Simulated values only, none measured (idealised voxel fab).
Module name: voxel transistor to metal (process module)
Cross-section cut spans 165 nm and uses square cells 5 nm in size.
Throughout this document, each cross-section is represented as a grid of square cells and is presented as a sequence of bands enumerated from the top downward, where a band comprises one or more rows of cells.
Each band's line starts with the height of the band's top and of its bottom, in nm. Then come its materials from left to right, each with its width in nm. One material with "throughout" fills the band from edge to edge. "air" is empty space.
The reference from which all heights are counted is 0, the level beneath which the as-received wafer is entirely one material; the lowest band, having no lower bound, proceeds downward and is written after the example "top 0, no bottom".
Note: "30->40" means the width goes from the first number (top row of the band) to the second number (bottom row) in equal steps per row of cells.
Any step labelled "remained the same" changed none of the cells in the cross-section.
Empty spaces without an open route to the top, at least 8 cells in extent, make up the entry "Catalogued sealed voids"; each is given as width x height at distance, where the distance is measured from the left edge, and all are in nm.
That trailing text on a step's line, after the settings, is the simulator's own remark on the step.
"overlay nm" answers the question of how far to the right of plan the mask lay on a step that has a mask, and when it is negative the answer is to the left.
Before/after cross-section pairs, one process step each; after shown to lowest changed band; step and settings beneath. Pairs may be from different runs of this module on the same starting wafer; a pair continues from the one above only where its "Snapshot before" entry says so.

Snapshot before:
> top 30, bottom 25 = W throughout
> top 25, bottom 20 = W=50 / TiN=25 / W=15 / TiN=25 / W=50
> top 20, bottom 15 = TiN=55 / HfO2=15 / TiN=5 / W=15 / TiN=5 / HfO2=15 / TiN=55
> top 15, bottom 10 = HfO2=60 / SiN=5 / HfO2=5 / TiN=5 / W=15 / TiN=5 / HfO2=5 / SiN=5 / HfO2=60
> top 10, bottom 0 = SiO2=60 / SiN=5 / HfO2=5 / TiN=5 / W=15 / TiN=5 / HfO2=5 / SiN=5 / SiO2=60
> top 0, bottom -5 = SiO2=25 / SiN=5 / SiO2=20 / SiGe=10 / SiN=5 / HfO2=5 / TiN=25 / HfO2=5 / SiN=5 / SiGe=10 / SiO2=20 / SiN=5 / SiO2=25
> top -5, bottom -10 = SiO2=30 / SiGe=30 / SiO2=5 / HfO2=35 / SiO2=5 / SiGe=30 / SiO2=30
> top -10, bottom -15 = SiO2=30 / SiGe=30 / Si=45 / SiGe=30 / SiO2=30
> top -15, bottom -30 = SiO2=30 / Si=105 / SiO2=30
> top -30, no bottom = Si throughout
> Catalogued sealed voids: none

Resultant Cross-Section:
> top 45, bottom 30 = SiO2 throughout
> Below 30, no change.
> Catalogued sealed voids: none
Process step (between the before and after cross-sections above): DIRECTIONAL_DEP [material SiO2] [thk nm 15]

Snapshot before: this step begins from the cross-section that the pair just above shows after its step.

Resultant Cross-Section:
> top 60, bottom 45 = resist=35 / air=15 / resist=65 / air=15 / resist=35
> Below 45, no change.
> Catalogued sealed voids: none
Process step (between the before and after cross-sections above): PATTERN [tone open] [mask id CONTACT] [material resist] [width nm 15] [pitch nm 80] [thk nm 15] [overlay nm 0]

Snapshot before: this step begins from the cross-section that the pair just above shows after its step.

Resultant Cross-Section:
> top 60, bottom 45 = resist=35 / air=15 / resist=65 / air=15 / resist=35
> top 45, bottom 30 = SiO2=35 / air=15 / SiO2=65 / air=15 / SiO2=35
> Below 30, no change.
> Catalogued sealed voids: none
Process step (between the before and after cross-sections above): DIRECTIONAL_ETCH [etch materials SiO2] [depth nm 30]

Snapshot before: this step begins from the cross-section that the pair just above shows after its step.

Resultant Cross-Section:
> top 45, bottom 30 = SiO2=35 / air=15 / SiO2=65 / air=15 / SiO2=35
> Below 30, no change.
> Catalogued sealed voids: none
Process step (between the before and after cross-sections above): STRIP [etch materials resist]

Snapshot before: this step begins from the cross-section that the pair just above shows after its step.

Resultant Cross-Section:
> top 50, bottom 45 = TiN=40 / air=5 / TiN=75 / air=5 / TiN=40
> top 45, bottom 35 = SiO2=35 / TiN=5 / air=5 / TiN=5 / SiO2=65 / TiN=5 / air=5 / TiN=5 / SiO2=35
> top 35, bottom 30 = SiO2=35 / TiN=15 / SiO2=65 / TiN=15 / SiO2=35
> Below 30, no change.
> Catalogued sealed voids: none
Process step (between the before and after cross-sections above): CONFORMAL_DEP [material TiN] [thk nm 5]

Snapshot before: this step begins from the cross-section that the pair just above shows after its step.

Resultant Cross-Section:
> top 55, bottom 50 = Ru throughout
> top 50, bottom 45 = TiN=40 / Ru=5 / TiN=75 / Ru=5 / TiN=40
> top 45, bottom 35 = SiO2=35 / TiN=5 / Ru=5 / TiN=5 / SiO2=65 / TiN=5 / Ru=5 / TiN=5 / SiO2=35
> Below 35, no change.
> Catalogued sealed voids: none
Process step (between the before and after cross-sections above): FILL_DEP [material Ru] [thk nm 5]

Snapshot before: this step begins from the cross-section that the pair just above shows after its step.

Resultant Cross-Section:
> top 25, bottom 20 = W=50 / TiN=25 / W=15 / TiN=25 / W=50
> Below 20, no change.
> Catalogued sealed voids: none
Process step (between the before and after cross-sections above): CMP [height nm 25]

Snapshot before: this step begins from the cross-section that the pair just above shows after its step.

Resultant Cross-Section:
> top 30, bottom 25 = TiN throughout
> Below 25, no change.
> Catalogued sealed voids: none
Process step (between the before and after cross-sections above): DIRECTIONAL_DEP [material TiN] [thk nm 5]

Snapshot before: this step begins from the cross-section that the pair just above shows after its step.

Resultant Cross-Section:
> top 45, bottom 30 = Ru throughout
> Below 30, no change.
> Catalogued sealed voids: none
Process step (between the before and after cross-sections above): DIRECTIONAL_DEP [material Ru] [thk nm 15]

Snapshot before: this step begins from the cross-section that the pair just above shows after its step.

Resultant Cross-Section:
> top 45, bottom 30 = air=35 / Ru=15 / air=65 / Ru=15 / air=35
> Below 30, no change.
> Catalogued sealed voids: none
Process step (between the before and after cross-sections above): MASKED_ETCH [tone cover] [mask id METAL_1] [width nm 15] [pitch nm 80] [etch materials Ru] [depth nm 15] [overlay nm 0]

Snapshot before: this step begins from the cross-section that the pair just above shows after its step.

Resultant Cross-Section:
> top 45, bottom 30 = air=35 / Ru=15 / air=65 / Ru=15 / air=35
> top 30, bottom 25 = air=35 / TiN=15 / air=65 / TiN=15 / air=35
> Below 25, no change.
> Catalogued sealed voids: none
Process step (between the before and after cross-sections above): MASKED_ETCH [tone cover] [mask id METAL_1] [width nm 15] [pitch nm 80] [etch materials TiN] [depth nm 5] [overlay nm 0]

Snapshot before: this step begins from the cross-section that the pair just above shows after its step.

Resultant Cross-Section:
> top 50, bottom 45 = air=30 / SiN=25 / air=55 / SiN=25 / air=30
> top 45, bottom 30 = air=30 / SiN=5 / Ru=15 / SiN=5 / air=55 / SiN=5 / Ru=15 / SiN=5 / air=30
> top 30, bottom 25 = SiN=35 / TiN=15 / SiN=65 / TiN=15 / SiN=35
> Below 25, no change.
> Catalogued sealed voids: none
Process step (between the before and after cross-sections above): CONFORMAL_DEP [material SiN] [thk nm 5]

Snapshot before: this step begins from the cross-section that the pair just above shows after its step.

Resultant Cross-Section:
> top 55, bottom 50 = SiO2 throughout
> top 50, bottom 45 = SiO2=30 / SiN=25 / SiO2=55 / SiN=25 / SiO2=30
> top 45, bottom 30 = SiO2=30 / SiN=5 / Ru=15 / SiN=5 / SiO2=55 / SiN=5 / Ru=15 / SiN=5 / SiO2=30
> Below 30, no change.
> Catalogued sealed voids: none
Process step (between the before and after cross-sections above): FILL_DEP [material SiO2] [thk nm 5]

Snapshot before: this step begins from the cross-section that the pair just above shows after its step.

Resultant Cross-Section:
> top 45, bottom 30 = SiO2=30 / SiN=5 / Ru=15 / SiN=5 / SiO2=55 / SiN=5 / Ru=15 / SiN=5 / SiO2=30
> Below 30, no change.
> Catalogued sealed voids: none
Process step (between the before and after cross-sections above): CMP [height nm 45]

Snapshot before: this step begins from the cross-section that the pair just above shows after its step.

Resultant Cross-Section:
> top 50, bottom 45 = SiCN throughout
> Below 45, no change.
> Catalogued sealed voids: none
Process step (between the before and after cross-sections above): CONFORMAL_DEP [material SiCN] [thk nm 5]

Snapshot before: this step begins from the cross-section that the pair just above shows after its step.

Resultant Cross-Section:
> top 85, bottom 50 = SiO2 throughout
> Below 50, no change.
> Catalogued sealed voids: none
Process step (between the before and after cross-sections above): DIRECTIONAL_DEP [material SiO2] [thk nm 35]

Snapshot before: this step begins from the cross-section that the pair just above shows after its step.

Resultant Cross-Section:
> top 105, bottom 85 = resist=35 / air=15 / resist=65 / air=15 / resist=35
> Below 85, no change.
> Catalogued sealed voids: none
Process step (between the before and after cross-sections above): PATTERN [tone open] [mask id METAL_2] [material resist] [width nm 15] [pitch nm 80] [thk nm 20] [overlay nm 0]

Snapshot before: this step begins from the cross-section that the pair just above shows after its step.

Resultant Cross-Section:
> top 105, bottom 85 = resist=35 / air=15 / resist=65 / air=15 / resist=35
> top 85, bottom 65 = SiO2=35 / air=15 / SiO2=65 / air=15 / SiO2=35
> Below 65, no change.
> Catalogued sealed voids: none
Process step (between the before and after cross-sections above): DIRECTIONAL_ETCH [etch materials SiO2] [depth nm 20]

Snapshot before: this step begins from the cross-section that the pair just above shows after its step.

Resultant Cross-Section:
> top 85, bottom 65 = SiO2=35 / air=15 / SiO2=65 / air=15 / SiO2=35
> Below 65, no change.
> Catalogued sealed voids: none
Process step (between the before and after cross-sections above): STRIP [etch materials resist]

Snapshot before: this step begins from the cross-section that the pair just above shows after its step.

Resultant Cross-Section:
> top 100, bottom 85 = resist=35 / air=15 / resist=65 / air=15 / resist=35
> Below 85, no change.
> Catalogued sealed voids: none
Process step (between the before and after cross-sections above): PATTERN [tone open] [mask id METAL_2_HOLES] [material resist] [width nm 15] [pitch nm 80] [thk nm 15] [overlay nm 0]

Snapshot before: this step begins from the cross-section that the pair just above shows after its step.

Resultant Cross-Section:
> top 100, bottom 85 = resist=35 / air=15 / resist=65 / air=15 / resist=35
> top 85, bottom 50 = SiO2=35 / air=15 / SiO2=65 / air=15 / SiO2=35
> Below 50, no change.
> Catalogued sealed voids: none
Process step (between the before and after cross-sections above): DIRECTIONAL_ETCH [etch materials SiO2] [depth nm 15]

Snapshot before: this step begins from the cross-section that the pair just above shows after its step.

Resultant Cross-Section:
> top 100, bottom 85 = resist=35 / air=15 / resist=65 / air=15 / resist=35
> top 85, bottom 50 = SiO2=35 / air=15 / SiO2=65 / air=15 / SiO2=35
> top 50, bottom 45 = SiCN=35 / air=15 / SiCN=65 / air=15 / SiCN=35
> Below 45, no change.
> Catalogued sealed voids: none
Process step (between the before and after cross-sections above): DIRECTIONAL_ETCH [etch materials SiCN] [depth nm 5]

Snapshot before: this step begins from the cross-section that the pair just above shows after its step.

Resultant Cross-Section:
> top 85, bottom 50 = SiO2=35 / air=15 / SiO2=65 / air=15 / SiO2=35
> Below 50, no change.
> Catalogued sealed voids: none
Process step (between the before and after cross-sections above): STRIP [etch materials resist]

Snapshot before: this step begins from the cross-section that the pair just above shows after its step.

Resultant Cross-Section:
> top 90, bottom 85 = TiN=40 / air=5 / TiN=75 / air=5 / TiN=40
> top 85, bottom 50 = SiO2=35 / TiN=5 / air=5 / TiN=5 / SiO2=65 / TiN=5 / air=5 / TiN=5 / SiO2=35
> top 50, bottom 45 = SiCN=35 / TiN=15 / SiCN=65 / TiN=15 / SiCN=35
> Below 45, no change.
> Catalogued sealed voids: none
Process step (between the before and after cross-sections above): CONFORMAL_DEP [material TiN] [thk nm 5]

Snapshot before: this step begins from the cross-section that the pair just above shows after its step.

Resultant Cross-Section:
> top 95, bottom 90 = Cu throughout
> top 90, bottom 85 = TiN=40 / Cu=5 / TiN=75 / Cu=5 / TiN=40
> top 85, bottom 50 = SiO2=35 / TiN=5 / Cu=5 / TiN=5 / SiO2=65 / TiN=5 / Cu=5 / TiN=5 / SiO2=35
> Below 50, no change.
> Catalogued sealed voids: none
Process step (between the before and after cross-sections above): FILL_DEP [material Cu] [thk nm 5]

Snapshot before: this step begins from the cross-section that the pair just above shows after its step.

Resultant Cross-Section:
> top 85, bottom 50 = SiO2=35 / TiN=5 / Cu=5 / TiN=5 / SiO2=65 / TiN=5 / Cu=5 / TiN=5 / SiO2=35
> Below 50, no change.
> Catalogued sealed voids: none
Process step (between the before and after cross-sections above): CMP [height nm 85]

Snapshot before: this step begins from the cross-section that the pair just above shows after its step.

Resultant Cross-Section:
> top 90, bottom 85 = SiCN throughout
> Below 85, no change.
> Catalogued sealed voids: none
Process step (between the before and after cross-sections above): CONFORMAL_DEP [material SiCN] [thk nm 5]

Snapshot before:
> top 85, bottom 50 = SiO2 throughout
> top 50, bottom 45 = SiCN throughout
> top 45, bottom 30 = SiO2=30 / SiN=5 / Ru=15 / SiN=5 / SiO2=55 / SiN=5 / Ru=15 / SiN=5 / SiO2=30
> top 30, bottom 25 = SiN=35 / TiN=15 / SiN=65 / TiN=15 / SiN=35
> top 25, bottom 10 = SiO2=35 / TiN=5 / Ru=5 / TiN=5 / SiO2=65 / TiN=5 / Ru=5 / TiN=5 / SiO2=35
> top 10, bottom 0 = SiO2=35 / TiN=5 / Ru=5 / TiN=5 / SiO2=10 / SiN=5 / HfO2=5 / TiN=5 / W=15 / TiN=5 / HfO2=5 / SiN=5 / SiO2=10 / TiN=5 / Ru=5 / TiN=5 / SiO2=35
> top 0, bottom -5 = SiO2=25 / SiN=5 / SiO2=5 / TiN=15 / SiGe=10 / SiN=5 / HfO2=5 / TiN=25 / HfO2=5 / SiN=5 / SiGe=10 / TiN=15 / SiO2=5 / SiN=5 / SiO2=25
> top -5, bottom -10 = SiO2=30 / SiGe=30 / SiO2=5 / HfO2=35 / SiO2=5 / SiGe=30 / SiO2=30
> top -10, bottom -15 = SiO2=30 / SiGe=30 / Si=45 / SiGe=30 / SiO2=30
> top -15, bottom -30 = SiO2=30 / Si=105 / SiO2=30
> top -30, no bottom = Si throughout
> Catalogued sealed voids: none

Resultant Cross-Section:
> top 120, bottom 50 = SiO2 throughout
> Below 50, no change.
> Catalogued sealed voids: none
Process step (between the before and after cross-sections above): DIRECTIONAL_DEP [material SiO2] [thk nm 35]

Snapshot before: this step begins from the cross-section that the pair just above shows after its step.

Resultant Cross-Section:
> top 140, bottom 120 = resist=35 / air=15 / resist=65 / air=15 / resist=35
> Below 120, no change.
> Catalogued sealed voids: none
Process step (between the before and after cross-sections above): PATTERN [tone open] [mask id METAL_2] [material resist] [width nm 15] [pitch nm 80] [thk nm 20] [overlay nm 0]

Snapshot before: this step begins from the cross-section that the pair just above shows after its step.

Resultant Cross-Section:
> top 140, bottom 120 = resist=35 / air=15 / resist=65 / air=15 / resist=35
> top 120, bottom 100 = SiO2=35 / air=15 / SiO2=65 / air=15 / SiO2=35
> Below 100, no change.
> Catalogued sealed voids: none
Process step (between the before and after cross-sections above): DIRECTIONAL_ETCH [etch materials SiO2] [depth nm 20]

Snapshot before: this step begins from the cross-section that the pair just above shows after its step.

Resultant Cross-Section:
> top 120, bottom 100 = SiO2=35 / air=15 / SiO2=65 / air=15 / SiO2=35
> Below 100, no change.
> Catalogued sealed voids: none
Process step (between the before and after cross-sections above): STRIP [etch materials resist]

Snapshot before: this step begins from the cross-section that the pair just above shows after its step.

Resultant Cross-Section:
> top 135, bottom 120 = resist=35 / air=15 / resist=65 / air=15 / resist=35
> Below 120, no change.
> Catalogued sealed voids: none
Process step (between the before and after cross-sections above): PATTERN [tone open] [mask id METAL_2_HOLES] [material resist] [width nm 15] [pitch nm 80] [thk nm 15] [overlay nm 0]

Snapshot before: this step begins from the cross-section that the pair just above shows after its step.

Resultant Cross-Section:
> top 135, bottom 120 = resist=35 / air=15 / resist=65 / air=15 / resist=35
> top 120, bottom 85 = SiO2=35 / air=15 / SiO2=65 / air=15 / SiO2=35
> Below 85, no change.
> Catalogued sealed voids: none
Process step (between the before and after cross-sections above): DIRECTIONAL_ETCH [etch materials SiO2] [depth nm 15]

Snapshot before: this step begins from the cross-section that the pair just above shows after its step.

Resultant Cross-Section:
> top 120, bottom 85 = SiO2=35 / air=15 / SiO2=65 / air=15 / SiO2=35
> Below 85, no change.
> Catalogued sealed voids: none
Process step (between the before and after cross-sections above): STRIP [etch materials resist]

Snapshot before: this step begins from the cross-section that the pair just above shows after its step.

Resultant Cross-Section:
> top 125, bottom 120 = TiN=40 / air=5 / TiN=75 / air=5 / TiN=40
> top 120, bottom 90 = SiO2=35 / TiN=5 / air=5 / TiN=5 / SiO2=65 / TiN=5 / air=5 / TiN=5 / SiO2=35
> top 90, bottom 85 = SiO2=35 / TiN=15 / SiO2=65 / TiN=15 / SiO2=35
> Below 85, no change.
> Catalogued sealed voids: none
Process step (between the before and after cross-sections above): CONFORMAL_DEP [material TiN] [thk nm 5]

Snapshot before: this step begins from the cross-section that the pair just above shows after its step.

Resultant Cross-Section:
> top 130, bottom 125 = Cu throughout
> top 125, bottom 120 = TiN=40 / Cu=5 / TiN=75 / Cu=5 / TiN=40
> top 120, bottom 90 = SiO2=35 / TiN=5 / Cu=5 / TiN=5 / SiO2=65 / TiN=5 / Cu=5 / TiN=5 / SiO2=35
> Below 90, no change.
> Catalogued sealed voids: none
Process step (between the before and after cross-sections above): FILL_DEP [material Cu] [thk nm 5]

Snapshot before: this step begins from the cross-section that the pair just above shows after its step.

Resultant Cross-Section:
> top 85, bottom 50 = SiO2 throughout
> Below 50, no change.
> Catalogued sealed voids: none
Process step (between the before and after cross-sections above): CMP [height nm 85]

Snapshot before: this step begins from the cross-section that the pair just above shows after its step.

Resultant Cross-Section:
> top 90, bottom 85 = SiCN throughout
> Below 85, no change.
> Catalogued sealed voids: none
Process step (between the before and after cross-sections above): CONFORMAL_DEP [material SiCN] [thk nm 5]

Snapshot before:
> top 15, bottom 0 = SiO2=25 / SiN=115 / SiO2=25
> top 0, bottom -5 = SiO2 throughout
> top -5, bottom -30 = SiO2=30 / Si=105 / SiO2=30
> top -30, no bottom = Si throughout
> Catalogued sealed voids: none

Resultant Cross-Section:
> top 15, bottom 0 = SiO2=25 / air=115 / SiO2=25
> Below 0, no change.
> Catalogued sealed voids: none
Process step (between the before and after cross-sections above): STRIP [etch materials SiN]

Snapshot before: this step begins from the cross-section that the pair just above shows after its step.

Resultant Cross-Section:
> top 5, bottom -5 = SiO2=15 / air=135 / SiO2=15
> top -5, bottom -10 = SiO2=15 / air=15 / Si=105 / air=15 / SiO2=15
> Below -10, no change.
> Catalogued sealed voids: none
Process step (between the before and after cross-sections above): SELECTIVE_ETCH [etch materials SiO2] [depth nm 10]

Snapshot before: this step begins from the cross-section that the pair just above shows after its step.

Resultant Cross-Section:
> top 0, bottom -5 = SiO2=10 / air=145 / SiO2=10
> top -5, bottom -15 = SiO2=10 / air=20 / Si=105 / air=20 / SiO2=10
> Below -15, no change.
> Catalogued sealed voids: none
Process step (between the before and after cross-sections above): SELECTIVE_ETCH [etch materials SiO2] [depth nm 5]

Snapshot before: this step begins from the cross-section that the pair just above shows after its step.

Resultant Cross-Section:
> top 0, bottom -5 = SiO2=10 / air=145 / SiO2=10
> top -5, bottom -10 = SiO2=10 / air=20 / SiO2=105 / air=20 / SiO2=10
> top -10, bottom -15 = SiO2=10 / air=20 / SiO2=5 / Si=95 / SiO2=5 / air=20 / SiO2=10
> top -15, bottom -20 = SiO2=35 / Si=95 / SiO2=35
> Below -20, no change.
> Catalogued sealed voids: none
Process step (between the before and after cross-sections above): OXIDIZE [depth nm 5]

Snapshot before: this step begins from the cross-section that the pair just above shows after its step.

Resultant Cross-Section:
> top 20, bottom 15 = polySi=10 / air=145 / polySi=10
> top 15, bottom 5 = polySi=10 / air=20 / polySi=105 / air=20 / polySi=10
> top 5, bottom 0 = polySi throughout
> top 0, bottom -5 = SiO2=10 / polySi=145 / SiO2=10
> top -5, bottom -10 = SiO2=10 / polySi=20 / SiO2=105 / polySi=20 / SiO2=10
> top -10, bottom -15 = SiO2=10 / polySi=20 / SiO2=5 / Si=95 / SiO2=5 / polySi=20 / SiO2=10
> Below -15, no change.
> Catalogued sealed voids: none
Process step (between the before and after cross-sections above): DIRECTIONAL_DEP [material polySi] [thk nm 20]

Snapshot before: this step begins from the cross-section that the pair just above shows after its step.

Resultant Cross-Section:
> top 35, bottom 30 = SiCN=10 / air=145 / SiCN=10
> top 30, bottom 20 = SiCN=10 / air=20 / SiCN=105 / air=20 / SiCN=10
> top 20, bottom 15 = polySi=10 / SiCN=145 / polySi=10
> top 15, bottom 5 = polySi=10 / SiCN=20 / polySi=105 / SiCN=20 / polySi=10
> Below 5, no change.
> Catalogued sealed voids: none
Process step (between the before and after cross-sections above): DIRECTIONAL_DEP [material SiCN] [thk nm 15]

Snapshot before: this step begins from the cross-section that the pair just above shows after its step.

Resultant Cross-Section:
> top 30, bottom 20 = air=70 / SiCN=25 / air=70
> top 20, bottom 15 = polySi=10 / air=60 / SiCN=25 / air=60 / polySi=10
> top 15, bottom 5 = polySi=10 / air=20 / polySi=105 / air=20 / polySi=10
> Below 5, no change.
> Catalogued sealed voids: none
Process step (between the before and after cross-sections above): MASKED_ETCH [tone cover] [mask id GATE] [width nm 25] [etch materials SiCN] [depth nm 25] [overlay nm 0]

Snapshot before: this step begins from the cross-section that the pair just above shows after its step.

Resultant Cross-Section:
> top 30, bottom 15 = air=70 / SiCN=25 / air=70
> top 15, bottom 0 = air=70 / polySi=25 / air=70
> top 0, bottom -5 = SiO2=10 / air=60 / polySi=25 / air=60 / SiO2=10
> top -5, bottom -10 = SiO2=10 / air=20 / SiO2=105 / air=20 / SiO2=10
> top -10, bottom -15 = SiO2=10 / air=20 / SiO2=5 / Si=95 / SiO2=5 / air=20 / SiO2=10
> Below -15, no change.
> Catalogued sealed voids: none
Process step (between the before and after cross-sections above): MASKED_ETCH [tone cover] [mask id GATE] [width nm 25] [etch materials polySi] [depth nm 30] [overlay nm 0]

Snapshot before: this step begins from the cross-section that the pair just above shows after its step.

Resultant Cross-Section:
> top 35, bottom 30 = air=65 / SiO2=35 / air=65
> top 30, bottom 15 = air=65 / SiO2=5 / SiCN=25 / SiO2=5 / air=65
> top 15, bottom 5 = air=65 / SiO2=5 / polySi=25 / SiO2=5 / air=65
> top 5, bottom -5 = SiO2=15 / air=50->10 / SiO2=5->45 / polySi=25 / SiO2=5->45 / air=50->10 / SiO2=15
> top -5, bottom -10 = SiO2=15 / air=10 / SiO2=115 / air=10 / SiO2=15
> top -10, bottom -20 = SiO2=35 / Si=95 / SiO2=35
> Below -20, no change.
> Catalogued sealed voids: none
Process step (between the before and after cross-sections above): CONFORMAL_DEP [material SiO2] [thk nm 5]

Snapshot before: this step begins from the cross-section that the pair just above shows after its step.

Resultant Cross-Section:
> top 30, bottom 15 = air=65 / SiO2=5 / SiCN=25 / SiO2=5 / air=65
> top 15, bottom 0 = air=65 / SiO2=5 / polySi=25 / SiO2=5 / air=65
> top 0, bottom -5 = SiO2=15 / air=50 / SiO2=5 / polySi=25 / SiO2=5 / air=50 / SiO2=15
> top -5, bottom -10 = SiO2=15 / air=10 / SiO2=115 / air=10 / SiO2=15
> top -10, bottom -15 = SiO2=15 / air=10 / SiO2=10 / Si=95 / SiO2=10 / air=10 / SiO2=15
> Below -15, no change.
> Catalogued sealed voids: none
Process step (between the before and after cross-sections above): DIRECTIONAL_ETCH [etch materials SiO2] [depth nm 5]

Snapshot before: this step begins from the cross-section that the pair just above shows after its step.

Resultant Cross-Section:
> top 35, bottom 30 = air=60 / SiN=45 / air=60
> top 30, bottom 15 = air=60 / SiN=5 / SiO2=5 / SiCN=25 / SiO2=5 / SiN=5 / air=60
> top 15, bottom 5 = air=60 / SiN=5 / SiO2=5 / polySi=25 / SiO2=5 / SiN=5 / air=60
> top 5, bottom 0 = SiN=20 / air=40 / SiN=5 / SiO2=5 / polySi=25 / SiO2=5 / SiN=5 / air=40 / SiN=20
> top 0, bottom -5 = SiO2=15 / SiN=50 / SiO2=5 / polySi=25 / SiO2=5 / SiN=50 / SiO2=15
> top -5, bottom -10 = SiO2=15 / SiN=10 / SiO2=115 / SiN=10 / SiO2=15
> top -10, bottom -15 = SiO2=15 / SiN=10 / SiO2=10 / Si=95 / SiO2=10 / SiN=10 / SiO2=15
> Below -15, no change.
> Catalogued sealed voids: none
Process step (between the before and after cross-sections above): CONFORMAL_DEP [material SiN] [thk nm 5]

Snapshot before: this step begins from the cross-section that the pair just above shows after its step.

Resultant Cross-Section:
> top 30, bottom 15 = air=60 / SiN=5 / SiO2=5 / SiCN=25 / SiO2=5 / SiN=5 / air=60
> top 15, bottom 0 = air=60 / SiN=5 / SiO2=5 / polySi=25 / SiO2=5 / SiN=5 / air=60
> top 0, bottom -5 = SiO2=15 / SiN=5 / air=40 / SiN=5 / SiO2=5 / polySi=25 / SiO2=5 / SiN=5 / air=40 / SiN=5 / SiO2=15
> Below -5, no change.
> Catalogued sealed voids: none
Process step (between the before and after cross-sections above): DIRECTIONAL_ETCH [etch materials SiN] [depth nm 5]

Snapshot before: this step begins from the cross-section that the pair just above shows after its step.

Resultant Cross-Section:
> top 30, bottom 25 = air=60 / SiN=5 / air=5 / SiCN=25 / air=5 / SiN=5 / air=60
> top 25, bottom 15 = air=60 / SiN=5 / SiO2=5 / SiCN=25 / SiO2=5 / SiN=5 / air=60
> top 15, bottom 0 = air=60 / SiN=5 / SiO2=5 / polySi=25 / SiO2=5 / SiN=5 / air=60
> top 0, bottom -5 = air=15 / SiN=5 / air=40 / SiN=5 / SiO2=5 / polySi=25 / SiO2=5 / SiN=5 / air=40 / SiN=5 / air=15
> top -5, bottom -10 = SiO2=15 / SiN=10 / air=35 / SiO2=45 / air=35 / SiN=10 / SiO2=15
> Below -10, no change.
> Catalogued sealed voids: none
Process step (between the before and after cross-sections above): DIRECTIONAL_ETCH [etch materials SiO2] [depth nm 5]

Snapshot before: this step begins from the cross-section that the pair just above shows after its step.

Resultant Cross-Section:
> top 30, bottom 25 = air=60 / SiN=5 / air=5 / SiCN=25 / air=5 / SiN=5 / air=60
> top 25, bottom 15 = air=60 / SiN=5 / SiO2=5 / SiCN=25 / SiO2=5 / SiN=5 / air=60
> top 15, bottom 0 = air=60 / SiN=5 / SiO2=5 / polySi=25 / SiO2=5 / SiN=5 / air=60
> top 0, bottom -5 = air=15 / SiN=5 / air=40 / SiN=5 / SiO2=5 / polySi=25 / SiO2=5 / SiN=5 / air=40 / SiN=5 / air=15
> top -5, bottom -10 = SiO2=15 / SiN=10 / air=35 / SiO2=45 / air=35 / SiN=10 / SiO2=15
> top -10, bottom -15 = SiO2=15 / SiN=10 / SiO2=10 / air=25 / Si=45 / air=25 / SiO2=10 / SiN=10 / SiO2=15
> Below -15, no change.
> Catalogued sealed voids: none
Process step (between the before and after cross-sections above): DIRECTIONAL_ETCH [etch materials Si] [depth nm 5]

Snapshot before: this step begins from the cross-section that the pair just above shows after its step.

Resultant Cross-Section:
> top 30, bottom 25 = air=60 / SiN=5 / air=5 / SiCN=25 / air=5 / SiN=5 / air=60
> top 25, bottom 15 = air=60 / SiN=5 / SiO2=5 / SiCN=25 / SiO2=5 / SiN=5 / air=60
> top 15, bottom 0 = air=60 / SiN=5 / SiO2=5 / polySi=25 / SiO2=5 / SiN=5 / air=60
> top 0, bottom -5 = air=15 / SiN=5 / air=30 / SiGe=10 / SiN=5 / SiO2=5 / polySi=25 / SiO2=5 / SiN=5 / SiGe=10 / air=30 / SiN=5 / air=15
> top -5, bottom -10 = SiO2=15 / SiN=10 / air=5 / SiGe=30 / SiO2=45 / SiGe=30 / air=5 / SiN=10 / SiO2=15
> top -10, bottom -15 = SiO2=15 / SiN=10 / SiO2=10 / SiGe=25 / Si=45 / SiGe=25 / SiO2=10 / SiN=10 / SiO2=15
> Below -15, no change.
> Catalogued sealed voids: none
Process step (between the before and after cross-sections above): EPI [material SiGe] [thk nm 10]

Snapshot before: this step begins from the cross-section that the pair just above shows after its step.

Resultant Cross-Section:
> top 35, bottom 30 = SiO2 throughout
> top 30, bottom 15 = SiO2=60 / SiN=5 / SiO2=5 / SiCN=25 / SiO2=5 / SiN=5 / SiO2=60
> top 15, bottom 0 = SiO2=60 / SiN=5 / SiO2=5 / polySi=25 / SiO2=5 / SiN=5 / SiO2=60
> top 0, bottom -5 = SiO2=15 / SiN=5 / SiO2=30 / SiGe=10 / SiN=5 / SiO2=5 / polySi=25 / SiO2=5 / SiN=5 / SiGe=10 / SiO2=30 / SiN=5 / SiO2=15
> top -5, bottom -10 = SiO2=15 / SiN=10 / SiO2=5 / SiGe=30 / SiO2=45 / SiGe=30 / SiO2=5 / SiN=10 / SiO2=15
> Below -10, no change.
> Catalogued sealed voids: none
Process step (between the before and after cross-sections above): FILL_DEP [material SiO2] [thk nm 5]

Snapshot before: this step begins from the cross-section that the pair just above shows after its step.

Resultant Cross-Section:
> top 15, bottom 0 = SiO2=60 / SiN=5 / SiO2=5 / polySi=25 / SiO2=5 / SiN=5 / SiO2=60
> Below 0, no change.
> Catalogued sealed voids: none
Process step (between the before and after cross-sections above): CMP [height nm 15]

Snapshot before: this step begins from the cross-section that the pair just above shows after its step.

Resultant Cross-Section:
> top 15, bottom 0 = SiO2=60 / SiN=5 / SiO2=5 / air=25 / SiO2=5 / SiN=5 / SiO2=60
> top 0, bottom -5 = SiO2=15 / SiN=5 / SiO2=30 / SiGe=10 / SiN=5 / SiO2=5 / air=25 / SiO2=5 / SiN=5 / SiGe=10 / SiO2=30 / SiN=5 / SiO2=15
> Below -5, no change.
> Catalogued sealed voids: none
Process step (between the before and after cross-sections above): STRIP [etch materials polySi]

Snapshot before: this step begins from the cross-section that the pair just above shows after its step.

Resultant Cross-Section:
> top 15, bottom 10 = air=60 / SiN=5 / air=35 / SiN=5 / air=60
> top 10, bottom 0 = SiO2=60 / SiN=5 / air=35 / SiN=5 / SiO2=60
> top 0, bottom -5 = SiO2=15 / SiN=5 / SiO2=30 / SiGe=10 / SiN=5 / air=35 / SiN=5 / SiGe=10 / SiO2=30 / SiN=5 / SiO2=15
> top -5, bottom -10 = SiO2=15 / SiN=10 / SiO2=5 / SiGe=30 / SiO2=5 / air=35 / SiO2=5 / SiGe=30 / SiO2=5 / SiN=10 / SiO2=15
> Below -10, no change.
> Catalogued sealed voids: none
Process step (between the before and after cross-sections above): SELECTIVE_ETCH [etch materials SiO2] [depth nm 5]
